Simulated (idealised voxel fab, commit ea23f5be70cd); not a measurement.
Documented hereafter: the process module known as voxel wiring stack.
Section shown: cut. Width: 275 nm. Cell size: 5 nm, square.
Throughout this document, each cross-section is represented as a grid of square cells and is presented as a sequence of bands enumerated from the top downward, where a band comprises one or more rows of cells. It is stipulated that each band's entry specify, in nanometres, the height of the top of the band and then that of its bottom, followed by the materials of the band in left-to-right sequence, each together with its width in nanometres. A single material marked by the word "throughout" is understood to fill the band from edge to edge; the word "air" is understood to denote empty space. Counting heights begins at 0, where everything beneath is, in the wafer as received, one material. The lowest band has no bottom; it goes on downwards, as "top 0, no bottom" shows. Read "30 to 40" as a graded width: first number on top, second number at the bottom, same change between each pair of neighbouring rows. Reading "everything unchanged" for a step: not a cell of the cross-section changed in it. The list in "Fully enclosed voids" covers empty spaces of 8 cells or more that cannot reach the top through any open way, and it gives each as width x height at distance; the distance is from the left edge, and width, height and distance are in nm. Step line, after settings: the simulator's comment on this step. When a step includes a mask, the "overlay nm" setting on its line states how far to the right of its planned place that mask lay, and negative values state how far to the left.

-- The process steps that were planned are listed below
1. RECEIVE, material Si
2. CONFORMAL_DEP, material SiO2, thk nm 15
3. DIRECTIONAL_DEP, material TiN, thk nm 5
4. DIRECTIONAL_DEP, material Ru, thk nm 25
5. DIRECTIONAL_DEP, material aC, thk nm 15
6. PATTERN, tone cover, mask id METAL_1, material resist, width nm 20, pitch nm 40, thk nm 30, overlay nm 0
7. DIRECTIONAL_ETCH, etch materials aC, depth nm 15
8. STRIP, etch materials resist
9. DIRECTIONAL_ETCH, etch materials Ru, depth nm 25
10. DIRECTIONAL_ETCH, etch materials TiN, depth nm 5
11. STRIP, etch materials aC
12. FILL_DEP, material SiO2, thk nm 5
13. CMP, height nm 45
14. CONFORMAL_DEP, material SiCN, thk nm 5
15. DIRECTIONAL_DEP, material lowk, thk nm 30
16. PATTERN, tone open, mask id METAL_2_HOLES, material resist, width nm 15, pitch nm 80, thk nm 15, overlay nm 0
17. DIRECTIONAL_ETCH, etch materials lowk, depth nm 30
18. STRIP, etch materials resist
19. PATTERN, tone open, mask id METAL_2, material resist, width nm 20, pitch nm 40, thk nm 15, overlay nm 0
20. DIRECTIONAL_ETCH, etch materials lowk, depth nm 20
21. DIRECTIONAL_ETCH, etch materials SiCN, depth nm 5
22. STRIP, etch materials resist
23. CONFORMAL_DEP, material TiN, thk nm 5
24. FILL_DEP, material Ru, thk nm 5
25. CMP, height nm 80
26. CONFORMAL_DEP, material SiCN, thk nm 5
27. DIRECTIONAL_DEP, material SiO2, thk nm 35
28. DIRECTIONAL_DEP, material aC, thk nm 10
29. PATTERN, tone open, mask id METAL_3, material resist, width nm 20, pitch nm 40, thk nm 30, overlay nm 0
30. DIRECTIONAL_ETCH, etch materials aC, depth nm 10
31. STRIP, etch materials resist
32. DIRECTIONAL_ETCH, etch materials SiO2, depth nm 20
33. STRIP, etch materials aC
34. MASKED_ETCH, tone open, mask id METAL_3_HOLES, width nm 15, pitch nm 80, etch materials SiO2, depth nm 15, overlay nm 0
35. MASKED_ETCH, tone open, mask id METAL_3_HOLES, width nm 15, pitch nm 80, etch materials SiCN, depth nm 5, overlay nm 0
36. CONFORMAL_DEP, material TiN, thk nm 5
37. FILL_DEP, material Cu, thk nm 10
38. CMP, height nm 120
39. CONFORMAL_DEP, material SiN, thk nm 5
Wafers differ in width nm at step 16; plan lists the first wafer's value; identical starting state.

-- The first of several wafers as received, shown in cross-section; this is its state after step 1
    top 0, no bottom | Si throughout
    Fully enclosed voids: none

-- For your reference, the table is organized with a row per wafer; each row reflects the wafer at the end of the module, indicating for each material the cells gained (+) or lost (-) since receipt, and thereafter its closed voids
width nm 15, +32 Cu, +110 Ru, +98 SiCN, +55 SiN, +702 SiO2, +124 TiN, +254 lowk, Fully enclosed voids: none
width nm 20, +32 Cu, +116 Ru, +96 SiCN, +55 SiN, +702 SiO2, +124 TiN, +250 lowk, Fully enclosed voids: none
width nm 25, +32 Cu, +126 Ru, +96 SiCN, +55 SiN, +702 SiO2, +126 TiN, +238 lowk, Fully enclosed voids: none
width nm 30, +32 Cu, +136 Ru, +96 SiCN, +55 SiN, +702 SiO2, +128 TiN, +226 lowk, Fully enclosed voids: none
